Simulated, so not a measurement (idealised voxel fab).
process module | voxel released beams
For reference, the cross-section in this document is cut, with width 220 nm and square cells of 5 nm.
For the purposes of this document, a cross-section shall be understood as a grid of square cells, specified as bands listed in top-to-bottom order, each band consisting of one or more rows of cells. Heights first: top, then bottom, in nm. Then materials, left to right, each with a width in nm. "all across" on a single material: fills the band edge to edge. "blank": empty space. We count height from 0. Below that, the starting wafer is all one material. The lowest band never ends at the bottom but goes on down; see "from 0 down" for how that is written. Width "30->40": first value at the band's top row of cells, second value at its bottom row, equal change from row to row. A step reported as "nothing changed" is a step in which no cell of the cross-section changed. The list in "Sealed void listing" covers empty spaces of 8 cells or more that cannot reach the top through any open way, and it gives each as width x height at distance; the distance is from the left edge, and width, height and distance are in nm. Text after the settings on a step's line: the simulator's own remark on that step. A step line may carry the setting "overlay nm", which, for steps involving a mask, states the distance by which the mask lay to the right of its intended position; negative values denote displacement to the left.
**Planned process steps**
step 1: RECEIVE | material Si
step 2: CONFORMAL_DEP | material SiN | thk nm 5
step 3: DIRECTIONAL_DEP | material SiO2 | thk nm 20
step 4: PATTERN | tone open | mask id ANCHOR | material resist | width nm 45 | thk nm 20 | overlay nm 0
step 5: DIRECTIONAL_ETCH | etch materials SiO2 | depth nm 20
step 6: STRIP | etch materials resist
step 7: CONFORMAL_DEP | material W | thk nm 15
step 8: PATTERN | tone cover | mask id BEAM | material resist | width nm 95 | thk nm 20 | overlay nm 0
step 9: DIRECTIONAL_ETCH | etch materials W | depth nm 15
step 10: STRIP | etch materials resist
step 11: STRIP | etch materials SiO2
**First of two wafers, with the run carried out as planned**
**as received, after step 1**
    from 0 down  Si all across
    Sealed void listing: none
**How the wafer stands in section after step 2**
    from 5 to 0  SiN all across
    Everything under 0 stays put, no change at all.
**How the wafer stands in section after step 3**
    from 25 to 5  SiO2 all across
    Everything under 5 stays put, no change at all.
**How the wafer stands in section after step 4**
    from 45 to 25  resist 65 nm | blank 45 nm | resist 110 nm
    Everything under 25 stays put, no change at all.
**How the wafer stands in section after step 5**
    from 45 to 25  resist 65 nm | blank 45 nm | resist 110 nm
    from 25 to 5  SiO2 65 nm | blank 45 nm | SiO2 110 nm
    Everything under 5 stays put, no change at all.
**How the wafer stands in section after step 6**
    from 25 to 5  SiO2 65 nm | blank 45 nm | SiO2 110 nm
    Everything under 5 stays put, no change at all.
**How the wafer stands in section after step 7**
    from 40 to 25  W 80 nm | blank 15 nm | W 125 nm
    from 25 to 20  SiO2 65 nm | W 15 nm | blank 15 nm | W 15 nm | SiO2 110 nm
    from 20 to 5  SiO2 65 nm | W 45 nm | SiO2 110 nm
    Everything under 5 stays put, no change at all.
**How the wafer stands in section after step 8**
    from 60 to 40  blank 60 nm | resist 95 nm | blank 65 nm
    from 40 to 25  W 80 nm | resist 15 nm | W 125 nm
    from 25 to 20  SiO2 65 nm | W 15 nm | resist 15 nm | W 15 nm | SiO2 110 nm
    Everything under 20 stays put, no change at all.
**How the wafer stands in section after step 9**
    from 60 to 40  blank 60 nm | resist 95 nm | blank 65 nm
    from 40 to 25  blank 60 nm | W 20 nm | resist 15 nm | W 60 nm | blank 65 nm
    Everything under 25 stays put, no change at all.
**How the wafer stands in section after step 10**
    from 40 to 25  blank 60 nm | W 20 nm | blank 15 nm | W 60 nm | blank 65 nm
    from 25 to 20  SiO2 65 nm | W 15 nm | blank 15 nm | W 15 nm | SiO2 110 nm
    Everything under 20 stays put, no change at all.
**How the wafer stands in section after step 11**
    from 40 to 25  blank 60 nm | W 20 nm | blank 15 nm | W 60 nm | blank 65 nm
    from 25 to 20  blank 65 nm | W 15 nm | blank 15 nm | W 15 nm | blank 110 nm
    from 20 to 5  blank 65 nm | W 45 nm | blank 110 nm
    Everything under 5 stays put, no change at all.
**Companion wafer, the second of two: same beginning, same intended sequence, one mistake in carrying it out; through step 1 inclusive it tracks the first exactly**
Second wafer, section view, time point: scheduled end of step 2: nothing changed
**Second wafer, section view, time point: scheduled end of step 3**
    from 20 to 0  SiO2 all across
    Everything under 0 stays put, no change at all.
**Second wafer, section view, time point: scheduled end of step 4**
    from 40 to 20  resist 65 nm | blank 45 nm | resist 110 nm
    Everything under 20 stays put, no change at all.
**Second wafer, section view, time point: scheduled end of step 5**
    from 40 to 20  resist 65 nm | blank 45 nm | resist 110 nm
    from 20 to 0  SiO2 65 nm | blank 45 nm | SiO2 110 nm
    Everything under 0 stays put, no change at all.
**Second wafer, section view, time point: scheduled end of step 6**
    from 20 to 0  SiO2 65 nm | blank 45 nm | SiO2 110 nm
    Everything under 0 stays put, no change at all.
**Second wafer, section view, time point: scheduled end of step 7**
    from 35 to 20  W 80 nm | blank 15 nm | W 125 nm
    from 20 to 15  SiO2 65 nm | W 15 nm | blank 15 nm | W 15 nm | SiO2 110 nm
    from 15 to 0  SiO2 65 nm | W 45 nm | SiO2 110 nm
    Everything under 0 stays put, no change at all.
**Second wafer, section view, time point: scheduled end of step 8**
    from 55 to 35  blank 60 nm | resist 95 nm | blank 65 nm
    from 35 to 20  W 80 nm | resist 15 nm | W 125 nm
    from 20 to 15  SiO2 65 nm | W 15 nm | resist 15 nm | W 15 nm | SiO2 110 nm
    Everything under 15 stays put, no change at all.
**Second wafer, section view, time point: scheduled end of step 9**
    from 55 to 35  blank 60 nm | resist 95 nm | blank 65 nm
    from 35 to 20  blank 60 nm | W 20 nm | resist 15 nm | W 60 nm | blank 65 nm
    Everything under 20 stays put, no change at all.
**Second wafer, section view, time point: scheduled end of step 10**
    from 35 to 20  blank 60 nm | W 20 nm | blank 15 nm | W 60 nm | blank 65 nm
    from 20 to 15  SiO2 65 nm | W 15 nm | blank 15 nm | W 15 nm | SiO2 110 nm
    Everything under 15 stays put, no change at all.
**Second wafer, section view, time point: scheduled end of step 11**
    from 35 to 20  blank 60 nm | W 20 nm | blank 15 nm | W 60 nm | blank 65 nm
    from 20 to 15  blank 65 nm | W 15 nm | blank 15 nm | W 15 nm | blank 110 nm
    from 15 to 0  blank 65 nm | W 45 nm | blank 110 nm
    Everything under 0 stays put, no change at all.
What was the processing mistake? the plan's step 2 was left out and never carried out
Final comparison by cell count, materials where the second wafer has more or fewer than the first: 44 fewer of SiN
